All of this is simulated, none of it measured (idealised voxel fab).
Herein follows the process module entitled voxel gate over fins.
Each square cell in cross-section cut measures 5 nm, and the section as a whole is 230 nm wide.
Cross-section layout: square cells on a grid; listed as bands, top to bottom; a band spans one or more cell rows.
Within each band entry, the heights of the top and of the bottom of the band appear first, in that order and in nm; the materials of the band then follow from left to right, each with its corresponding width in nm. The designation "full width" on a single material indicates that it fills the band from edge to edge; the designation "air" indicates empty space.
It should be noted that heights are counted from 0, beneath which the wafer as supplied is of one material throughout, and that the lowest band possesses no lower boundary but continues downward, as written in "top 0, no bottom".
So if you see something like "30->40" for the width, read it as the top row of the band sitting at the first number and the bottom row at the second, with every row in between moving by the same amount as the last.
Step marked "nothing changed"? Then no cell in the cross-section changed in it.
Closed-off voids of 8+ cells (no open route to the top) go in "Enclosed internal voids", written width x height at distance from the left edge, in nm.
If you see something after the settings on a step's line, that's the simulator's own remark about that step.
A step's line can hold "overlay nm"; with a mask on that step, the setting says how far right of the planned place the mask lay, while a negative setting says it lay to the left.

# Planned step list for the process
| 1 | RECEIVE with material Si |
| 2 | CONFORMAL_DEP with material SiN, thk nm 5 |
| 3 | DIRECTIONAL_DEP with material aC, thk nm 15 |
| 4 | PATTERN with tone cover, mask id FINS, material resist, width nm 15, pitch nm 45, thk nm 30, overlay nm 0 |
| 5 | DIRECTIONAL_ETCH with etch materials aC, depth nm 15 |
| 6 | STRIP with etch materials resist |
| 7 | DIRECTIONAL_ETCH with etch materials SiN, depth nm 5 |
| 8 | DIRECTIONAL_ETCH with etch materials Si, depth nm 40 |
| 9 | STRIP with etch materials aC |
| 10 | OXIDIZE with depth nm 5 |
| 11 | FILL_DEP with material SiO2, thk nm 15 |
| 12 | CMP with height nm 5 |
| 13 | SELECTIVE_ETCH with etch materials SiO2, depth nm 15 |
| 14 | STRIP with etch materials SiN |
| 15 | CONFORMAL_DEP with material HfO2, thk nm 5 |
| 16 | CONFORMAL_DEP with material TiN, thk nm 5 |
| 17 | CONFORMAL_DEP with material TiAl, thk nm 5 |
| 18 | CONFORMAL_DEP with material TiN, thk nm 5 |
| 19 | FILL_DEP with material W, thk nm 10 |
| 20 | CMP with height nm 25 |
| 21 | CONFORMAL_DEP with material SiN, thk nm 10 |

# The first wafer of two, processed as planned

# Step 1 complete: cross-section of the wafer as received
> top 0, no bottom  Si full width
> Enclosed internal voids: none

# Step 2 done - wafer cross-section
> top 5, bottom 0  SiN full width
> Whatever lies below 0 is exactly as it was before.

# Step 3 done - wafer cross-section
> top 20, bottom 5  aC full width
> Whatever lies below 5 is exactly as it was before.

# Step 4 done - wafer cross-section
> top 50, bottom 20  air: 40, then resist: 15, then air: 30, then resist: 15, then air: 30, then resist: 15, then air: 30, then resist: 15, then air: 40
> Whatever lies below 20 is exactly as it was before.

# Step 5 done - wafer cross-section
> top 35, bottom 20  air: 40, then resist: 15, then air: 30, then resist: 15, then air: 30, then resist: 15, then air: 30, then resist: 15, then air: 40
> top 20, bottom 5  air: 40, then aC: 15, then air: 30, then aC: 15, then air: 30, then aC: 15, then air: 30, then aC: 15, then air: 40
> Whatever lies below 5 is exactly as it was before.

# Step 6 done - wafer cross-section
> top 20, bottom 5  air: 40, then aC: 15, then air: 30, then aC: 15, then air: 30, then aC: 15, then air: 30, then aC: 15, then air: 40
> Whatever lies below 5 is exactly as it was before.

# Step 7 done - wafer cross-section
> top 20, bottom 5  air: 40, then aC: 15, then air: 30, then aC: 15, then air: 30, then aC: 15, then air: 30, then aC: 15, then air: 40
> top 5, bottom 0  air: 40, then SiN: 15, then air: 30, then SiN: 15, then air: 30, then SiN: 15, then air: 30, then SiN: 15, then air: 40
> Whatever lies below 0 is exactly as it was before.

# Step 8 done - wafer cross-section
> top 20, bottom 5  air: 40, then aC: 15, then air: 30, then aC: 15, then air: 30, then aC: 15, then air: 30, then aC: 15, then air: 40
> top 5, bottom 0  air: 40, then SiN: 15, then air: 30, then SiN: 15, then air: 30, then SiN: 15, then air: 30, then SiN: 15, then air: 40
> top 0, bottom -40  air: 40, then Si: 15, then air: 30, then Si: 15, then air: 30, then Si: 15, then air: 30, then Si: 15, then air: 40
> Whatever lies below -40 is exactly as it was before.

# Step 9 done - wafer cross-section
> top 5, bottom 0  air: 40, then SiN: 15, then air: 30, then SiN: 15, then air: 30, then SiN: 15, then air: 30, then SiN: 15, then air: 40
> Whatever lies below 0 is exactly as it was before.

# Step 10 done - wafer cross-section
> top 5, bottom 0  air: 40, then SiN: 15, then air: 30, then SiN: 15, then air: 30, then SiN: 15, then air: 30, then SiN: 15, then air: 40
> top 0, bottom -40  air: 40, then SiO2: 5, then Si: 5, then SiO2: 5, then air: 30, then SiO2: 5, then Si: 5, then SiO2: 5, then air: 30, then SiO2: 5, then Si: 5, then SiO2: 5, then air: 30, then SiO2: 5, then Si: 5, then SiO2: 5, then air: 40
> top -40, bottom -45  SiO2: 45, then Si: 5, then SiO2: 40, then Si: 5, then SiO2: 40, then Si: 5, then SiO2: 40, then Si: 5, then SiO2: 45
> Whatever lies below -45 is exactly as it was before.

# Step 11 done - wafer cross-section
> top 20, bottom 5  SiO2 full width
> top 5, bottom 0  SiO2: 40, then SiN: 15, then SiO2: 30, then SiN: 15, then SiO2: 30, then SiN: 15, then SiO2: 30, then SiN: 15, then SiO2: 40
> top 0, bottom -45  SiO2: 45, then Si: 5, then SiO2: 40, then Si: 5, then SiO2: 40, then Si: 5, then SiO2: 40, then Si: 5, then SiO2: 45
> Whatever lies below -45 is exactly as it was before.

# Step 12 done - wafer cross-section
> top 5, bottom 0  SiO2: 40, then SiN: 15, then SiO2: 30, then SiN: 15, then SiO2: 30, then SiN: 15, then SiO2: 30, then SiN: 15, then SiO2: 40
> Whatever lies below 0 is exactly as it was before.

# Step 13 done - wafer cross-section
> top 5, bottom 0  air: 40, then SiN: 15, then air: 30, then SiN: 15, then air: 30, then SiN: 15, then air: 30, then SiN: 15, then air: 40
> top 0, bottom -10  air: 45, then Si: 5, then air: 40, then Si: 5, then air: 40, then Si: 5, then air: 40, then Si: 5, then air: 45
> Whatever lies below -10 is exactly as it was before.

# Step 14 done - wafer cross-section
> top 0, bottom -10  air: 45, then Si: 5, then air: 40, then Si: 5, then air: 40, then Si: 5, then air: 40, then Si: 5, then air: 45
> Whatever lies below -10 is exactly as it was before.

# Step 15 done - wafer cross-section
> top 5, bottom 0  air: 40, then HfO2: 15, then air: 30, then HfO2: 15, then air: 30, then HfO2: 15, then air: 30, then HfO2: 15, then air: 40
> top 0, bottom -5  air: 40, then HfO2: 5, then Si: 5, then HfO2: 5, then air: 30, then HfO2: 5, then Si: 5, then HfO2: 5, then air: 30, then HfO2: 5, then Si: 5, then HfO2: 5, then air: 30, then HfO2: 5, then Si: 5, then HfO2: 5, then air: 40
> top -5, bottom -10  HfO2: 45, then Si: 5, then HfO2: 40, then Si: 5, then HfO2: 40, then Si: 5, then HfO2: 40, then Si: 5, then HfO2: 45
> Whatever lies below -10 is exactly as it was before.

# Step 16 done - wafer cross-section
> top 10, bottom 5  air: 35, then TiN: 25, then air: 20, then TiN: 25, then air: 20, then TiN: 25, then air: 20, then TiN: 25, then air: 35
> top 5, bottom 0  air: 35, then TiN: 5, then HfO2: 15, then TiN: 5, then air: 20, then TiN: 5, then HfO2: 15, then TiN: 5, then air: 20, then TiN: 5, then HfO2: 15, then TiN: 5, then air: 20, then TiN: 5, then HfO2: 15, then TiN: 5, then air: 35
> top 0, bottom -5  TiN: 40, then HfO2: 5, then Si: 5, then HfO2: 5, then TiN: 30, then HfO2: 5, then Si: 5, then HfO2: 5, then TiN: 30, then HfO2: 5, then Si: 5, then HfO2: 5, then TiN: 30, then HfO2: 5, then Si: 5, then HfO2: 5, then TiN: 40
> Whatever lies below -5 is exactly as it was before.

# Step 17 done - wafer cross-section
> top 15, bottom 10  air: 30, then TiAl: 35, then air: 10, then TiAl: 35, then air: 10, then TiAl: 35, then air: 10, then TiAl: 35, then air: 30
> top 10, bottom 5  air: 30, then TiAl: 5, then TiN: 25, then TiAl: 5, then air: 10, then TiAl: 5, then TiN: 25, then TiAl: 5, then air: 10, then TiAl: 5, then TiN: 25, then TiAl: 5, then air: 10, then TiAl: 5, then TiN: 25, then TiAl: 5, then air: 30
> top 5, bottom 0  TiAl: 35, then TiN: 5, then HfO2: 15, then TiN: 5, then TiAl: 20, then TiN: 5, then HfO2: 15, then TiN: 5, then TiAl: 20, then TiN: 5, then HfO2: 15, then TiN: 5, then TiAl: 20, then TiN: 5, then HfO2: 15, then TiN: 5, then TiAl: 35
> Whatever lies below 0 is exactly as it was before.

# Step 18 done - wafer cross-section
> top 20, bottom 15  air: 25, then TiN: 180, then air: 25
> top 15, bottom 10  air: 25, then TiN: 5, then TiAl: 35, then TiN: 10, then TiAl: 35, then TiN: 10, then TiAl: 35, then TiN: 10, then TiAl: 35, then TiN: 5, then air: 25
> top 10, bottom 5  TiN: 30, then TiAl: 5, then TiN: 25, then TiAl: 5, then TiN: 10, then TiAl: 5, then TiN: 25, then TiAl: 5, then TiN: 10, then TiAl: 5, then TiN: 25, then TiAl: 5, then TiN: 10, then TiAl: 5, then TiN: 25, then TiAl: 5, then TiN: 30
> Whatever lies below 5 is exactly as it was before.

# Step 19 done - wafer cross-section
> top 30, bottom 20  W full width
> top 20, bottom 15  W: 25, then TiN: 180, then W: 25
> top 15, bottom 10  W: 25, then TiN: 5, then TiAl: 35, then TiN: 10, then TiAl: 35, then TiN: 10, then TiAl: 35, then TiN: 10, then TiAl: 35, then TiN: 5, then W: 25
> Whatever lies below 10 is exactly as it was before.

# Step 20 done - wafer cross-section
> top 25, bottom 20  W full width
> Whatever lies below 20 is exactly as it was before.

# Step 21 done - wafer cross-section
> top 35, bottom 25  SiN full width
> Whatever lies below 25 is exactly as it was before.

# Companion wafer, the second of two: same beginning, same intended sequence, one mistake in carrying it out; through step 20 inclusive it tracks the first exactly

# Cross-sectional representation of the second wafer at the time designated in the plan for the completion of step 21
> top 30, bottom 25  SiN full width
> Whatever lies below 25 is exactly as it was before.
What went wrong in running the wafer? not per plan at step 21, really ran CONFORMAL_DEP with material SiN, thk nm 5
End of process, cell counts, second wafer against first, materials with more or fewer: 46 fewer of SiN
